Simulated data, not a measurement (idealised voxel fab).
process module | voxel wiring stack
cross-section cut | 155 nm wide | cells 5 nm
A cross-section is a grid of square cells, given in bands from the top down. A band is one or more rows of cells.
Each band's line starts with the height of the band's top and of its bottom, in nm. Then come its materials from left to right, each with its width in nm. One material with "throughout" fills the band from edge to edge. "air" is empty space.
Height 0 is the level under which the wafer as received is all one material. The lowest band goes on downwards, as in "0 down".
A width such as "30 to 40" changes by the same amount from each row of cells to the next, from the band's top row to its bottom row.
"no change" after a step means that no cell of the cross-section changed.
closed voids: empty space of 8 cells or more with no open way to the top, each as width x height at its distance from the left edge, in nm
after a step's settings: what the simulator itself notes on the step
overlay nm, on a step with a mask: how far to the right of its planned place the mask lay; to the left if negative
plan
1 op RECEIVE | material Si
2 op CONFORMAL_DEP | material SiO2 | thk nm 15
3 op DIRECTIONAL_DEP | material TiN | thk nm 5
4 op DIRECTIONAL_DEP | material Ru | thk nm 20
5 op PATTERN | tone cover | mask id METAL_1 | material resist | width nm 20 | pitch nm 35 | thk nm 15 | overlay nm 0
6 op DIRECTIONAL_ETCH | etch materials Ru | depth nm 20
7 op DIRECTIONAL_ETCH | etch materials TiN | depth nm 5
8 op STRIP | etch materials resist
9 op CONFORMAL_DEP | material SiN | thk nm 5
10 op FILL_DEP | material SiO2 | thk nm 5
11 op CMP | height nm 40
12 op CONFORMAL_DEP | material SiCN | thk nm 5
13 op DIRECTIONAL_DEP | material SiO2 | thk nm 10
14 op PATTERN | tone open | mask id PLUG_1 | material resist | width nm 15 | pitch nm 70 | thk nm 15 | overlay nm 0
15 op DIRECTIONAL_ETCH | etch materials SiO2 | depth nm 10
16 op DIRECTIONAL_ETCH | etch materials SiCN | depth nm 5
17 op STRIP | etch materials resist
18 op CONFORMAL_DEP | material TiN | thk nm 5
19 op FILL_DEP | material Cu | thk nm 5
20 op CMP | height nm 55
21 op CONFORMAL_DEP | material SiN | thk nm 5
22 op DIRECTIONAL_DEP | material lowk | thk nm 25
23 op DIRECTIONAL_DEP | material aC | thk nm 15
24 op PATTERN | tone open | mask id METAL_2 | material resist | width nm 20 | pitch nm 35 | thk nm 30 | overlay nm 0
25 op DIRECTIONAL_ETCH | etch materials aC | depth nm 15
26 op STRIP | etch materials resist
27 op DIRECTIONAL_ETCH | etch materials lowk | depth nm 25
28 op DIRECTIONAL_ETCH | etch materials SiN | depth nm 5
29 op STRIP | etch materials aC
30 op CONFORMAL_DEP | material TiN | thk nm 5
31 op FILL_DEP | material Cu | thk nm 10
32 op CMP | height nm 85
33 op EPI | material Ru | thk nm 5
34 op FILL_DEP | material SiCN | thk nm 5
35 op DIRECTIONAL_DEP | material SiO2 | thk nm 20
36 op PATTERN | tone open | mask id PLUG_2 | material resist | width nm 15 | pitch nm 35 | thk nm 15 | overlay nm 0
37 op DIRECTIONAL_ETCH | etch materials SiO2 | depth nm 20
38 op DIRECTIONAL_ETCH | etch materials SiCN | depth nm 5
39 op STRIP | etch materials resist
40 op EPI | material Ru | thk nm 10
41 op EPI | material Ru | thk nm 10
42 op EPI | material Ru | thk nm 5
43 op CONFORMAL_DEP | material SiN | thk nm 5
44 op DIRECTIONAL_DEP | material lowk | thk nm 15
45 op MASKED_ETCH | tone open | mask id METAL_3 | width nm 20 | pitch nm 35 | etch materials lowk | depth nm 15 | overlay nm 0
46 op MASKED_ETCH | tone open | mask id METAL_3 | width nm 20 | pitch nm 35 | etch materials SiN | depth nm 5 | overlay nm 0
47 op CONFORMAL_DEP | material TiN | thk nm 5
48 op FILL_DEP | material Cu | thk nm 5
49 op CMP | height nm 135
50 op CONFORMAL_DEP | material SiN | thk nm 5
first wafer, as planned
as received, after step 1
  0 down: Si throughout
  closed voids: none
after step 2
  15 to 0: SiO2 throughout
  below 0: unchanged
after step 3
  20 to 15: TiN throughout
  below 15: unchanged
after step 4
  40 to 20: Ru throughout
  below 20: unchanged
after step 5
  55 to 40: air 30 | resist 20 | air 15 | resist 20 | air 15 | resist 20 | air 35
  below 40: unchanged
after step 6
  55 to 40: air 30 | resist 20 | air 15 | resist 20 | air 15 | resist 20 | air 35
  40 to 20: air 30 | Ru 20 | air 15 | Ru 20 | air 15 | Ru 20 | air 35
  below 20: unchanged
after step 7
  55 to 40: air 30 | resist 20 | air 15 | resist 20 | air 15 | resist 20 | air 35
  40 to 20: air 30 | Ru 20 | air 15 | Ru 20 | air 15 | Ru 20 | air 35
  20 to 15: air 30 | TiN 20 | air 15 | TiN 20 | air 15 | TiN 20 | air 35
  below 15: unchanged
after step 8
  40 to 20: air 30 | Ru 20 | air 15 | Ru 20 | air 15 | Ru 20 | air 35
  below 20: unchanged
after step 9
  45 to 40: air 25 | SiN 30 | air 5 | SiN 30 | air 5 | SiN 30 | air 30
  40 to 20: air 25 | SiN 5 | Ru 20 | SiN 5 | air 5 | SiN 5 | Ru 20 | SiN 5 | air 5 | SiN 5 | Ru 20 | SiN 5 | air 30
  20 to 15: SiN 30 | TiN 20 | SiN 15 | TiN 20 | SiN 15 | TiN 20 | SiN 35
  below 15: unchanged
after step 10
  50 to 45: SiO2 throughout
  45 to 40: SiO2 25 | SiN 30 | SiO2 5 | SiN 30 | SiO2 5 | SiN 30 | SiO2 30
  40 to 20: SiO2 25 | SiN 5 | Ru 20 | SiN 5 | SiO2 5 | SiN 5 | Ru 20 | SiN 5 | SiO2 5 | SiN 5 | Ru 20 | SiN 5 | SiO2 30
  below 20: unchanged
after step 11
  40 to 20: SiO2 25 | SiN 5 | Ru 20 | SiN 5 | SiO2 5 | SiN 5 | Ru 20 | SiN 5 | SiO2 5 | SiN 5 | Ru 20 | SiN 5 | SiO2 30
  below 20: unchanged
after step 12
  45 to 40: SiCN throughout
  below 40: unchanged
after step 13
  55 to 45: SiO2 throughout
  below 45: unchanged
after step 14
  70 to 55: resist 30 | air 15 | resist 55 | air 15 | resist 40
  below 55: unchanged
after step 15
  70 to 55: resist 30 | air 15 | resist 55 | air 15 | resist 40
  55 to 45: SiO2 30 | air 15 | SiO2 55 | air 15 | SiO2 40
  below 45: unchanged
after step 16
  70 to 55: resist 30 | air 15 | resist 55 | air 15 | resist 40
  55 to 45: SiO2 30 | air 15 | SiO2 55 | air 15 | SiO2 40
  45 to 40: SiCN 30 | air 15 | SiCN 55 | air 15 | SiCN 40
  below 40: unchanged
after step 17
  55 to 45: SiO2 30 | air 15 | SiO2 55 | air 15 | SiO2 40
  below 45: unchanged
after step 18
  60 to 55: TiN 35 | air 5 | TiN 65 | air 5 | TiN 45
  55 to 45: SiO2 30 | TiN 5 | air 5 | TiN 5 | SiO2 55 | TiN 5 | air 5 | TiN 5 | SiO2 40
  45 to 40: SiCN 30 | TiN 15 | SiCN 55 | TiN 15 | SiCN 40
  below 40: unchanged
after step 19
  65 to 60: Cu throughout
  60 to 55: TiN 35 | Cu 5 | TiN 65 | Cu 5 | TiN 45
  55 to 45: SiO2 30 | TiN 5 | Cu 5 | TiN 5 | SiO2 55 | TiN 5 | Cu 5 | TiN 5 | SiO2 40
  below 45: unchanged
after step 20
  55 to 45: SiO2 30 | TiN 5 | Cu 5 | TiN 5 | SiO2 55 | TiN 5 | Cu 5 | TiN 5 | SiO2 40
  below 45: unchanged
after step 21
  60 to 55: SiN throughout
  below 55: unchanged
after step 22
  85 to 60: lowk throughout
  below 60: unchanged
after step 23
  100 to 85: aC throughout
  below 85: unchanged
after step 24
  130 to 100: resist 30 | air 20 | resist 15 | air 20 | resist 15 | air 20 | resist 35
  below 100: unchanged
after step 25
  115 to 100: resist 30 | air 20 | resist 15 | air 20 | resist 15 | air 20 | resist 35
  100 to 85: aC 30 | air 20 | aC 15 | air 20 | aC 15 | air 20 | aC 35
  below 85: unchanged
after step 26
  100 to 85: aC 30 | air 20 | aC 15 | air 20 | aC 15 | air 20 | aC 35
  below 85: unchanged
after step 27
  100 to 85: aC 30 | air 20 | aC 15 | air 20 | aC 15 | air 20 | aC 35
  85 to 60: lowk 30 | air 20 | lowk 15 | air 20 | lowk 15 | air 20 | lowk 35
  below 60: unchanged
after step 28
  100 to 85: aC 30 | air 20 | aC 15 | air 20 | aC 15 | air 20 | aC 35
  85 to 60: lowk 30 | air 20 | lowk 15 | air 20 | lowk 15 | air 20 | lowk 35
  60 to 55: SiN 30 | air 20 | SiN 15 | air 20 | SiN 15 | air 20 | SiN 35
  below 55: unchanged
after step 29
  85 to 60: lowk 30 | air 20 | lowk 15 | air 20 | lowk 15 | air 20 | lowk 35
  below 60: unchanged
after step 30
  90 to 85: TiN 35 | air 10 | TiN 25 | air 10 | TiN 25 | air 10 | TiN 40
  85 to 60: lowk 30 | TiN 5 | air 10 | TiN 5 | lowk 15 | TiN 5 | air 10 | TiN 5 | lowk 15 | TiN 5 | air 10 | TiN 5 | lowk 35
  60 to 55: SiN 30 | TiN 20 | SiN 15 | TiN 20 | SiN 15 | TiN 20 | SiN 35
  below 55: unchanged
after step 31
  100 to 90: Cu throughout
  90 to 85: TiN 35 | Cu 10 | TiN 25 | Cu 10 | TiN 25 | Cu 10 | TiN 40
  85 to 60: lowk 30 | TiN 5 | Cu 10 | TiN 5 | lowk 15 | TiN 5 | Cu 10 | TiN 5 | lowk 15 | TiN 5 | Cu 10 | TiN 5 | lowk 35
  below 60: unchanged
after step 32
  85 to 60: lowk 30 | TiN 5 | Cu 10 | TiN 5 | lowk 15 | TiN 5 | Cu 10 | TiN 5 | lowk 15 | TiN 5 | Cu 10 | TiN 5 | lowk 35
  below 60: unchanged
after step 33
  90 to 85: air 25 | Ru 30 | air 5 | Ru 30 | air 5 | Ru 30 | air 30
  below 85: unchanged
after step 34
  95 to 90: SiCN throughout
  90 to 85: SiCN 25 | Ru 30 | SiCN 5 | Ru 30 | SiCN 5 | Ru 30 | SiCN 30
  below 85: unchanged
after step 35
  115 to 95: SiO2 throughout
  below 95: unchanged
after step 36
  130 to 115: resist 30 | air 15 | resist 20 | air 15 | resist 20 | air 15 | resist 40
  below 115: unchanged
after step 37
  130 to 115: resist 30 | air 15 | resist 20 | air 15 | resist 20 | air 15 | resist 40
  115 to 95: SiO2 30 | air 15 | SiO2 20 | air 15 | SiO2 20 | air 15 | SiO2 40
  below 95: unchanged
after step 38
  130 to 115: resist 30 | air 15 | resist 20 | air 15 | resist 20 | air 15 | resist 40
  115 to 95: SiO2 30 | air 15 | SiO2 20 | air 15 | SiO2 20 | air 15 | SiO2 40
  95 to 90: SiCN 30 | air 15 | SiCN 20 | air 15 | SiCN 20 | air 15 | SiCN 40
  below 90: unchanged
after step 39
  115 to 95: SiO2 30 | air 15 | SiO2 20 | air 15 | SiO2 20 | air 15 | SiO2 40
  below 95: unchanged
after step 40
  115 to 100: SiO2 30 | air 15 | SiO2 20 | air 15 | SiO2 20 | air 15 | SiO2 40
  100 to 95: SiO2 30 | Ru 15 | SiO2 20 | Ru 15 | SiO2 20 | Ru 15 | SiO2 40
  95 to 85: SiCN 30 to 25 | Ru 15 to 30 | SiCN 20 to 5 | Ru 15 to 30 | SiCN 20 to 5 | Ru 15 to 30 | SiCN 40 to 30
  below 85: unchanged
after step 41
  115 to 110: SiO2 30 | air 15 | SiO2 20 | air 15 | SiO2 20 | air 15 | SiO2 40
  110 to 95: SiO2 30 | Ru 15 | SiO2 20 | Ru 15 | SiO2 20 | Ru 15 | SiO2 40
  below 95: unchanged
after step 42
  115 to 95: SiO2 30 | Ru 15 | SiO2 20 | Ru 15 | SiO2 20 | Ru 15 | SiO2 40
  below 95: unchanged
after step 43
  120 to 115: SiN throughout
  below 115: unchanged
after step 44
  135 to 120: lowk throughout
  below 120: unchanged
after step 45
  135 to 120: lowk 30 | air 20 | lowk 15 | air 20 | lowk 15 | air 20 | lowk 35
  below 120: unchanged
after step 46
  135 to 120: lowk 30 | air 20 | lowk 15 | air 20 | lowk 15 | air 20 | lowk 35
  120 to 115: SiN 30 | air 20 | SiN 15 | air 20 | SiN 15 | air 20 | SiN 35
  below 115: unchanged
after step 47
  140 to 135: TiN 35 | air 10 | TiN 25 | air 10 | TiN 25 | air 10 | TiN 40
  135 to 120: lowk 30 | TiN 5 | air 10 | TiN 5 | lowk 15 | TiN 5 | air 10 | TiN 5 | lowk 15 | TiN 5 | air 10 | TiN 5 | lowk 35
  120 to 115: SiN 30 | TiN 20 | SiN 15 | TiN 20 | SiN 15 | TiN 20 | SiN 35
  below 115: unchanged
after step 48
  145 to 140: Cu throughout
  140 to 135: TiN 35 | Cu 10 | TiN 25 | Cu 10 | TiN 25 | Cu 10 | TiN 40
  135 to 120: lowk 30 | TiN 5 | Cu 10 | TiN 5 | lowk 15 | TiN 5 | Cu 10 | TiN 5 | lowk 15 | TiN 5 | Cu 10 | TiN 5 | lowk 35
  below 120: unchanged
after step 49
  135 to 120: lowk 30 | TiN 5 | Cu 10 | TiN 5 | lowk 15 | TiN 5 | Cu 10 | TiN 5 | lowk 15 | TiN 5 | Cu 10 | TiN 5 | lowk 35
  below 120: unchanged
after step 50
  140 to 135: SiN throughout
  below 135: unchanged
second wafer: like start, like plan, one mistake. Through step 23 it matches the first wafer
when step 24 should have ended
  130 to 100: air 30 | resist 20 | air 15 | resist 20 | air 15 | resist 20 | air 35
  below 100: unchanged
when step 25 should have ended
  115 to 100: air 30 | resist 20 | air 15 | resist 20 | air 15 | resist 20 | air 35
  100 to 85: air 30 | aC 20 | air 15 | aC 20 | air 15 | aC 20 | air 35
  below 85: unchanged
when step 26 should have ended
  100 to 85: air 30 | aC 20 | air 15 | aC 20 | air 15 | aC 20 | air 35
  below 85: unchanged
when step 27 should have ended
  100 to 85: air 30 | aC 20 | air 15 | aC 20 | air 15 | aC 20 | air 35
  85 to 60: air 30 | lowk 20 | air 15 | lowk 20 | air 15 | lowk 20 | air 35
  below 60: unchanged
when step 28 should have ended
  100 to 85: air 30 | aC 20 | air 15 | aC 20 | air 15 | aC 20 | air 35
  85 to 60: air 30 | lowk 20 | air 15 | lowk 20 | air 15 | lowk 20 | air 35
  60 to 55: air 30 | SiN 20 | air 15 | SiN 20 | air 15 | SiN 20 | air 35
  below 55: unchanged
when step 29 should have ended
  85 to 60: air 30 | lowk 20 | air 15 | lowk 20 | air 15 | lowk 20 | air 35
  below 60: unchanged
when step 30 should have ended
  90 to 85: air 25 | TiN 30 | air 5 | TiN 30 | air 5 | TiN 30 | air 30
  85 to 60: air 25 | TiN 5 | lowk 20 | TiN 5 | air 5 | TiN 5 | lowk 20 | TiN 5 | air 5 | TiN 5 | lowk 20 | TiN 5 | air 30
  60 to 55: TiN 30 | SiN 20 | TiN 15 | SiN 20 | TiN 15 | SiN 20 | TiN 35
  below 55: unchanged
when step 31 should have ended
  100 to 90: Cu throughout
  90 to 85: Cu 25 | TiN 30 | Cu 5 | TiN 30 | Cu 5 | TiN 30 | Cu 30
  85 to 60: Cu 25 | TiN 5 | lowk 20 | TiN 5 | Cu 5 | TiN 5 | lowk 20 | TiN 5 | Cu 5 | TiN 5 | lowk 20 | TiN 5 | Cu 30
  below 60: unchanged
when step 32 should have ended
  85 to 60: Cu 25 | TiN 5 | lowk 20 | TiN 5 | Cu 5 | TiN 5 | lowk 20 | TiN 5 | Cu 5 | TiN 5 | lowk 20 | TiN 5 | Cu 30
  below 60: unchanged
when step 33 should have ended
  90 to 85: Ru 35 | air 10 | Ru 25 | air 10 | Ru 25 | air 10 | Ru 40
  below 85: unchanged
when step 34 should have ended
  95 to 90: SiCN throughout
  90 to 85: Ru 35 | SiCN 10 | Ru 25 | SiCN 10 | Ru 25 | SiCN 10 | Ru 40
  below 85: unchanged
when step 35 should have ended
  115 to 95: SiO2 throughout
  below 95: unchanged
when step 36 should have ended
  130 to 115: resist 30 | air 15 | resist 20 | air 15 | resist 20 | air 15 | resist 40
  below 115: unchanged
when step 37 should have ended
  130 to 115: resist 30 | air 15 | resist 20 | air 15 | resist 20 | air 15 | resist 40
  115 to 95: SiO2 30 | air 15 | SiO2 20 | air 15 | SiO2 20 | air 15 | SiO2 40
  below 95: unchanged
when step 38 should have ended
  130 to 115: resist 30 | air 15 | resist 20 | air 15 | resist 20 | air 15 | resist 40
  115 to 95: SiO2 30 | air 15 | SiO2 20 | air 15 | SiO2 20 | air 15 | SiO2 40
  95 to 90: SiCN 30 | air 15 | SiCN 20 | air 15 | SiCN 20 | air 15 | SiCN 40
  below 90: unchanged
when step 39 should have ended
  115 to 95: SiO2 30 | air 15 | SiO2 20 | air 15 | SiO2 20 | air 15 | SiO2 40
  below 95: unchanged
when step 40 should have ended
  115 to 100: SiO2 30 | air 15 | SiO2 20 | air 15 | SiO2 20 | air 15 | SiO2 40
  100 to 95: SiO2 30 | Ru 15 | SiO2 20 | Ru 15 | SiO2 20 | Ru 15 | SiO2 40
  95 to 90: SiCN 30 | Ru 15 | SiCN 20 | Ru 15 | SiCN 20 | Ru 15 | SiCN 40
  below 90: unchanged
when step 41 should have ended
  115 to 110: SiO2 30 | air 15 | SiO2 20 | air 15 | SiO2 20 | air 15 | SiO2 40
  110 to 95: SiO2 30 | Ru 15 | SiO2 20 | Ru 15 | SiO2 20 | Ru 15 | SiO2 40
  below 95: unchanged
when step 42 should have ended
  115 to 95: SiO2 30 | Ru 15 | SiO2 20 | Ru 15 | SiO2 20 | Ru 15 | SiO2 40
  below 95: unchanged
when step 43 should have ended
  120 to 115: SiN throughout
  below 115: unchanged
when step 44 should have ended
  135 to 120: lowk throughout
  below 120: unchanged
when step 45 should have ended
  135 to 120: lowk 30 | air 20 | lowk 15 | air 20 | lowk 15 | air 20 | lowk 35
  below 120: unchanged
when step 46 should have ended
  135 to 120: lowk 30 | air 20 | lowk 15 | air 20 | lowk 15 | air 20 | lowk 35
  120 to 115: SiN 30 | air 20 | SiN 15 | air 20 | SiN 15 | air 20 | SiN 35
  below 115: unchanged
when step 47 should have ended
  140 to 135: TiN 35 | air 10 | TiN 25 | air 10 | TiN 25 | air 10 | TiN 40
  135 to 120: lowk 30 | TiN 5 | air 10 | TiN 5 | lowk 15 | TiN 5 | air 10 | TiN 5 | lowk 15 | TiN 5 | air 10 | TiN 5 | lowk 35
  120 to 115: SiN 30 | TiN 20 | SiN 15 | TiN 20 | SiN 15 | TiN 20 | SiN 35
  below 115: unchanged
when step 48 should have ended
  145 to 140: Cu throughout
  140 to 135: TiN 35 | Cu 10 | TiN 25 | Cu 10 | TiN 25 | Cu 10 | TiN 40
  135 to 120: lowk 30 | TiN 5 | Cu 10 | TiN 5 | lowk 15 | TiN 5 | Cu 10 | TiN 5 | lowk 15 | TiN 5 | Cu 10 | TiN 5 | lowk 35
  below 120: unchanged
when step 49 should have ended
  135 to 120: lowk 30 | TiN 5 | Cu 10 | TiN 5 | lowk 15 | TiN 5 | Cu 10 | TiN 5 | lowk 15 | TiN 5 | Cu 10 | TiN 5 | lowk 35
  below 120: unchanged
when step 50 should have ended
  140 to 135: SiN throughout
  below 135: unchanged
what went wrong: step 24 ran as: op PATTERN | tone cover | mask id METAL_2 | material resist | width nm 20 | pitch nm 35 | thk nm 30 | overlay nm 0
at the end the second wafer has, in cells: 35 more of Cu | 7 more of Ru | 7 fewer of SiCN | 7 fewer of SiN | 7 more of TiN | 35 fewer of lowk
